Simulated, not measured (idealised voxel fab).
You're looking at the process module voxel self aligned vias.
Displayed cross-section: cut, width of 280 nm, square cells sized 5 nm.
Throughout this document, each cross-section is represented as a grid of square cells and is presented as a sequence of bands enumerated from the top downward, where a band comprises one or more rows of cells.
Within each band entry, the heights of the top and of the bottom of the band appear first, in that order and in nm; the materials of the band then follow from left to right, each with its corresponding width in nm. The designation "full width" on a single material indicates that it fills the band from edge to edge; the designation "air" indicates empty space.
For the purposes of this specification, 0 denotes the height below which the wafer in its as-received condition is composed wholly of one material, and the lowermost band, lacking a lower limit, extends downward without end, as expressed in "from 0 down".
Top row gets the first number, bottom row gets the second, and each row in between changes by the same step: that is how a band width like "30 to 40" works.
"identical to before" -> step changed no cross-section cell.
"Sealed voids" contains a list of empty spaces, each no smaller than 8 cells and without an open way to the top, written in the form width x height at distance with the distance from the left edge and all three in nm.
Read whatever lies past the settings on a step's line as the simulator's own remark about the step.
You can add "overlay nm" to a step's line. For a step with a mask, it describes how far the mask lay to the right of its planned position, and a negative number describes a lay to the left.
## The steps planned for the process are as follows
1. RECEIVE | material Si
2. CONFORMAL_DEP | material SiO2 | thk nm 10
3. CONFORMAL_DEP | material SiCN | thk nm 5
4. DIRECTIONAL_DEP | material SiO2 | thk nm 30
5. MASKED_ETCH | tone open | mask id LINES | width nm 30 | pitch nm 70 | etch materials SiO2 | depth nm 30 | overlay nm 0
6. CONFORMAL_DEP | material TiN | thk nm 5
7. FILL_DEP | material Ru | thk nm 10
8. CMP | height nm 45
9. SELECTIVE_ETCH | etch materials W Ru TiN | depth nm 5
10. FILL_DEP | material SiN | thk nm 5
11. CMP | height nm 45
12. DIRECTIONAL_DEP | material SiO2 | thk nm 20
13. MASKED_ETCH | tone open | mask id VIAS | width nm 50 | etch materials SiO2 | depth nm 20 | overlay nm 0
14. MASKED_ETCH | tone open | mask id VIAS | width nm 50 | etch materials SiN | depth nm 5 | overlay nm 0
15. CONFORMAL_DEP | material TiN | thk nm 5
16. FILL_DEP | material W | thk nm 10
17. CMP | height nm 65
18. CONFORMAL_DEP | material SiCN | thk nm 5
## Below: the first of two wafers, run as planned
## Incoming wafer, cross-sectional view, post step 1
from 0 down = Si full width
Sealed voids: none
## The wafer in cross-section once step 2 is complete
from 10 to 0 = SiO2 full width
Everything under 0 stays put, no change at all.
## The wafer in cross-section once step 3 is complete
from 15 to 10 = SiCN full width
Everything under 10 stays put, no change at all.
## The wafer in cross-section once step 4 is complete
from 45 to 15 = SiO2 full width
Everything under 15 stays put, no change at all.
## The wafer in cross-section once step 5 is complete
from 45 to 15 = SiO2: 90  air: 30  SiO2: 40  air: 30  SiO2: 90
Everything under 15 stays put, no change at all.
## The wafer in cross-section once step 6 is complete
from 50 to 45 = TiN: 95  air: 20  TiN: 50  air: 20  TiN: 95
from 45 to 20 = SiO2: 90  TiN: 5  air: 20  TiN: 5  SiO2: 40  TiN: 5  air: 20  TiN: 5  SiO2: 90
from 20 to 15 = SiO2: 90  TiN: 30  SiO2: 40  TiN: 30  SiO2: 90
Everything under 15 stays put, no change at all.
## The wafer in cross-section once step 7 is complete
from 60 to 50 = Ru full width
from 50 to 45 = TiN: 95  Ru: 20  TiN: 50  Ru: 20  TiN: 95
from 45 to 20 = SiO2: 90  TiN: 5  Ru: 20  TiN: 5  SiO2: 40  TiN: 5  Ru: 20  TiN: 5  SiO2: 90
Everything under 20 stays put, no change at all.
## The wafer in cross-section once step 8 is complete
from 45 to 20 = SiO2: 90  TiN: 5  Ru: 20  TiN: 5  SiO2: 40  TiN: 5  Ru: 20  TiN: 5  SiO2: 90
Everything under 20 stays put, no change at all.
## The wafer in cross-section once step 9 is complete
from 45 to 40 = SiO2: 90  air: 30  SiO2: 40  air: 30  SiO2: 90
Everything under 40 stays put, no change at all.
## The wafer in cross-section once step 10 is complete
from 50 to 45 = SiN full width
from 45 to 40 = SiO2: 90  SiN: 30  SiO2: 40  SiN: 30  SiO2: 90
Everything under 40 stays put, no change at all.
## The wafer in cross-section once step 11 is complete
from 45 to 40 = SiO2: 90  SiN: 30  SiO2: 40  SiN: 30  SiO2: 90
Everything under 40 stays put, no change at all.
## The wafer in cross-section once step 12 is complete
from 65 to 45 = SiO2 full width
Everything under 45 stays put, no change at all.
## The wafer in cross-section once step 13 is complete
from 65 to 45 = SiO2: 80  air: 50  SiO2: 150
Everything under 45 stays put, no change at all.
## The wafer in cross-section once step 14 is complete
from 65 to 45 = SiO2: 80  air: 50  SiO2: 150
from 45 to 40 = SiO2: 90  air: 30  SiO2: 40  SiN: 30  SiO2: 90
Everything under 40 stays put, no change at all.
## The wafer in cross-section once step 15 is complete
from 70 to 65 = TiN: 85  air: 40  TiN: 155
from 65 to 50 = SiO2: 80  TiN: 5  air: 40  TiN: 5  SiO2: 150
from 50 to 45 = SiO2: 80  TiN: 15  air: 20  TiN: 15  SiO2: 150
from 45 to 40 = SiO2: 90  TiN: 30  SiO2: 40  SiN: 30  SiO2: 90
Everything under 40 stays put, no change at all.
## The wafer in cross-section once step 16 is complete
from 80 to 70 = W full width
from 70 to 65 = TiN: 85  W: 40  TiN: 155
from 65 to 50 = SiO2: 80  TiN: 5  W: 40  TiN: 5  SiO2: 150
from 50 to 45 = SiO2: 80  TiN: 15  W: 20  TiN: 15  SiO2: 150
Everything under 45 stays put, no change at all.
## The wafer in cross-section once step 17 is complete
from 65 to 50 = SiO2: 80  TiN: 5  W: 40  TiN: 5  SiO2: 150
Everything under 50 stays put, no change at all.
## The wafer in cross-section once step 18 is complete
from 70 to 65 = SiCN full width
Everything under 65 stays put, no change at all.
## What follows concerns the second wafer, which started out like the first and was meant to follow the very same plan; one mistake crept in when it was run, but everything up to and including step 4 is the same as for the first wafer
## Second wafer at the planned finish of step 5, seen in cross-section
from 45 to 15 = SiO2: 80  air: 30  SiO2: 40  air: 30  SiO2: 100
Everything under 15 stays put, no change at all.
## Second wafer at the planned finish of step 6, seen in cross-section
from 50 to 45 = TiN: 85  air: 20  TiN: 50  air: 20  TiN: 105
from 45 to 20 = SiO2: 80  TiN: 5  air: 20  TiN: 5  SiO2: 40  TiN: 5  air: 20  TiN: 5  SiO2: 100
from 20 to 15 = SiO2: 80  TiN: 30  SiO2: 40  TiN: 30  SiO2: 100
Everything under 15 stays put, no change at all.
## Second wafer at the planned finish of step 7, seen in cross-section
from 60 to 50 = Ru full width
from 50 to 45 = TiN: 85  Ru: 20  TiN: 50  Ru: 20  TiN: 105
from 45 to 20 = SiO2: 80  TiN: 5  Ru: 20  TiN: 5  SiO2: 40  TiN: 5  Ru: 20  TiN: 5  SiO2: 100
Everything under 20 stays put, no change at all.
## Second wafer at the planned finish of step 8, seen in cross-section
from 45 to 20 = SiO2: 80  TiN: 5  Ru: 20  TiN: 5  SiO2: 40  TiN: 5  Ru: 20  TiN: 5  SiO2: 100
Everything under 20 stays put, no change at all.
## Second wafer at the planned finish of step 9, seen in cross-section
from 45 to 40 = SiO2: 80  air: 30  SiO2: 40  air: 30  SiO2: 100
Everything under 40 stays put, no change at all.
## Second wafer at the planned finish of step 10, seen in cross-section
from 50 to 45 = SiN full width
from 45 to 40 = SiO2: 80  SiN: 30  SiO2: 40  SiN: 30  SiO2: 100
Everything under 40 stays put, no change at all.
## Second wafer at the planned finish of step 11, seen in cross-section
from 45 to 40 = SiO2: 80  SiN: 30  SiO2: 40  SiN: 30  SiO2: 100
Everything under 40 stays put, no change at all.
## Second wafer at the planned finish of step 12, seen in cross-section
from 65 to 45 = SiO2 full width
Everything under 45 stays put, no change at all.
## Second wafer at the planned finish of step 13, seen in cross-section
from 65 to 45 = SiO2: 80  air: 50  SiO2: 150
Everything under 45 stays put, no change at all.
## Second wafer at the planned finish of step 14, seen in cross-section
from 65 to 45 = SiO2: 80  air: 50  SiO2: 150
from 45 to 40 = SiO2: 80  air: 30  SiO2: 40  SiN: 30  SiO2: 100
Everything under 40 stays put, no change at all.
## Second wafer at the planned finish of step 15, seen in cross-section
from 70 to 65 = TiN: 85  air: 40  TiN: 155
from 65 to 50 = SiO2: 80  TiN: 5  air: 40  TiN: 5  SiO2: 150
from 50 to 45 = SiO2: 80  TiN: 5  air: 20  TiN: 25  SiO2: 150
from 45 to 40 = SiO2: 80  TiN: 30  SiO2: 40  SiN: 30  SiO2: 100
Everything under 40 stays put, no change at all.
## Second wafer at the planned finish of step 16, seen in cross-section
from 80 to 70 = W full width
from 70 to 65 = TiN: 85  W: 40  TiN: 155
from 65 to 50 = SiO2: 80  TiN: 5  W: 40  TiN: 5  SiO2: 150
from 50 to 45 = SiO2: 80  TiN: 5  W: 20  TiN: 25  SiO2: 150
Everything under 45 stays put, no change at all.
## Second wafer at the planned finish of step 17, seen in cross-section
from 65 to 50 = SiO2: 80  TiN: 5  W: 40  TiN: 5  SiO2: 150
Everything under 50 stays put, no change at all.
## Second wafer at the planned finish of step 18, seen in cross-section
from 70 to 65 = SiCN full width
Everything under 65 stays put, no change at all.
Deviation from plan: off-plan run, step 5, actual operation and settings MASKED_ETCH | tone open | mask id LINES | width nm 30 | pitch nm 70 | etch materials SiO2 | depth nm 30 | overlay nm -10
Heads up: at the end the two wafers have identical cell counts per material, they're just laid out differently.
